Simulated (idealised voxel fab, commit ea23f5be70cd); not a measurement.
process module | voxel air gaps
cross-section cut | 285 nm wide | cells 5 nm
A cross-section is a grid of square cells, given in bands from the top down. A band is one or more rows of cells.
Each band's line starts with the height of the band's top and of its bottom, in nm. Then come its materials from left to right, each with its width in nm. One material with "throughout" fills the band from edge to edge. "air" is empty space.
Height 0 is the level under which the wafer as received is all one material. The lowest band goes on downwards, as in "0 down".
A width such as "30 to 40" changes by the same amount from each row of cells to the next, from the band's top row to its bottom row.
"no change" after a step means that no cell of the cross-section changed.
closed voids: empty space of 8 cells or more with no open way to the top, each as width x height at its distance from the left edge, in nm
after a step's settings: what the simulator itself notes on the step
overlay nm, on a step with a mask: how far to the right of its planned place the mask lay; to the left if negative
plan
1 op RECEIVE | material Si
2 op CONFORMAL_DEP | material SiO2 | thk nm 10
3 op CONFORMAL_DEP | material SiN | thk nm 5
4 op DIRECTIONAL_DEP | material lowk | thk nm 40
5 op DIRECTIONAL_DEP | material aC | thk nm 10
6 op PATTERN | tone open | mask id LINES | material resist | width nm 15 | pitch nm 40 | thk nm 25 | overlay nm 0
7 op DIRECTIONAL_ETCH | etch materials aC | depth nm 10
8 op STRIP | etch materials resist
9 op DIRECTIONAL_ETCH | etch materials lowk | depth nm 40
10 op STRIP | etch materials aC
11 op CONFORMAL_DEP | material TiN | thk nm 5
12 op FILL_DEP | material Ru | thk nm 10
13 op CMP | height nm 55
14 op EPI | material Ru | thk nm 10
15 op SELECTIVE_ETCH | etch materials lowk | depth nm 50
16 op CONFORMAL_DEP | material SiN | thk nm 5
as received, after step 1
  0 down: Si throughout
  closed voids: none
a wafer at the end: this start, this plan, one mistake
  85 to 80: SiN throughout
  80 to 60: Ru throughout
  60 to 55: TiN 80 | Ru 5 | TiN 35 | Ru 5 | TiN 35 | Ru 5 | TiN 35 | Ru 5 | TiN 80
  55 to 20: lowk 75 | TiN 5 | Ru 5 | TiN 5 | lowk 25 | TiN 5 | Ru 5 | TiN 5 | lowk 25 | TiN 5 | Ru 5 | TiN 5 | lowk 25 | TiN 5 | Ru 5 | TiN 5 | lowk 75
  20 to 15: lowk 75 | TiN 15 | lowk 25 | TiN 15 | lowk 25 | TiN 15 | lowk 25 | TiN 15 | lowk 75
  15 to 10: SiN throughout
  10 to 0: SiO2 throughout
  0 down: Si throughout
  closed voids: none
what went wrong: step 13 was left out
